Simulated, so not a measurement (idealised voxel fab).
process module | voxel released beams
cross-section cut | 240 nm wide | cells 5 nm
A cross-section is a grid of square cells, given in bands from the top down. A band is one or more rows of cells.
Each band's line starts with the height of the band's top and of its bottom, in nm. Then come its materials from left to right, each with its width in nm. One material with "throughout" fills the band from edge to edge. "air" is empty space.
Height 0 is the level under which the wafer as received is all one material. The lowest band goes on downwards, as in "0 down".
A width such as "30 to 40" changes by the same amount from each row of cells to the next, from the band's top row to its bottom row.
"no change" after a step means that no cell of the cross-section changed.
closed voids: empty space of 8 cells or more with no open way to the top, each as width x height at its distance from the left edge, in nm
after a step's settings: what the simulator itself notes on the step
overlay nm, on a step with a mask: how far to the right of its planned place the mask lay; to the left if negative
plan
1 op RECEIVE | material Si
2 op CONFORMAL_DEP | material Al2O3 | thk nm 5
3 op DIRECTIONAL_DEP | material SiO2 | thk nm 20
4 op DIRECTIONAL_DEP | material aC | thk nm 15
5 op PATTERN | tone open | mask id ANCHOR | material resist | width nm 45 | thk nm 35 | overlay nm 0
6 op DIRECTIONAL_ETCH | etch materials aC | depth nm 15
7 op STRIP | etch materials resist
8 op DIRECTIONAL_ETCH | etch materials SiO2 | depth nm 20
9 op STRIP | etch materials aC
10 op CONFORMAL_DEP | material polySi | thk nm 15
11 op MASKED_ETCH | tone cover | mask id BEAM | width nm 100 | etch materials polySi | depth nm 15 | overlay nm 0
12 op STRIP | etch materials SiO2
as received, after step 1
  0 down: Si throughout
  closed voids: none
a wafer at the end: this start, this plan, one mistake
  35 to 20: air 65 | polySi 20 | air 15 | polySi 65 | air 75
  20 to 15: air 70 | polySi 15 | air 15 | polySi 15 | air 125
  15 to 0: air 70 | polySi 45 | air 125
  0 down: Si throughout
  closed voids: none
what went wrong: step 2 was left out
